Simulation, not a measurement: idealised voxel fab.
process module | voxel spacer lines
cross-section cut | 150 nm wide | cells 5 nm
A cross-section is a grid of square cells, given in bands from the top down. A band is one or more rows of cells.
Each band's line starts with the height of the band's top and of its bottom, in nm. Then come its materials from left to right, each with its width in nm. One material with "throughout" fills the band from edge to edge. "air" is empty space.
Height 0 is the level under which the wafer as received is all one material. The lowest band goes on downwards, as in "0 down".
A width such as "30 to 40" changes by the same amount from each row of cells to the next, from the band's top row to its bottom row.
"no change" after a step means that no cell of the cross-section changed.
closed voids: empty space of 8 cells or more with no open way to the top, each as width x height at its distance from the left edge, in nm
after a step's settings: what the simulator itself notes on the step
overlay nm, on a step with a mask: how far to the right of its planned place the mask lay; to the left if negative
plan
1 op RECEIVE | material Si
2 op CONFORMAL_DEP | material Al2O3 | thk nm 5
3 op DIRECTIONAL_DEP | material SiN | thk nm 20
4 op DIRECTIONAL_DEP | material aC | thk nm 20
5 op PATTERN | tone cover | mask id MANDREL | material resist | width nm 25 | pitch nm 80 | thk nm 30 | overlay nm 0
6 op DIRECTIONAL_ETCH | etch materials aC | depth nm 20
7 op STRIP | etch materials resist
8 op CONFORMAL_DEP | material SiO2 | thk nm 15
9 op DIRECTIONAL_ETCH | etch materials SiO2 | depth nm 15
10 op STRIP | etch materials aC
11 op DIRECTIONAL_ETCH | etch materials SiN | depth nm 20
12 op STRIP | etch materials SiO2
as received, after step 1
  0 down: Si throughout
  closed voids: none
first wafer at the end, as planned
  25 to 5: air 5 | SiN 15 | air 25 | SiN 15 | air 25 | SiN 15 | air 25 | SiN 15 | air 10
  5 to 0: Al2O3 throughout
  0 down: Si throughout
  closed voids: none
second wafer at the end: like start, like plan, one mistake
  25 to 5: air 5 | SiN 15 | air 30 | SiN 15 | air 20 | SiN 15 | air 30 | SiN 15 | air 5
  5 to 0: Al2O3 throughout
  0 down: Si throughout
  closed voids: none
what went wrong: step 5 ran as: op PATTERN | tone cover | mask id MANDREL | material resist | width nm 30 | pitch nm 80 | thk nm 30 | overlay nm 0
at the end the second wafer has, in cells: as many of each material as the first, in other places
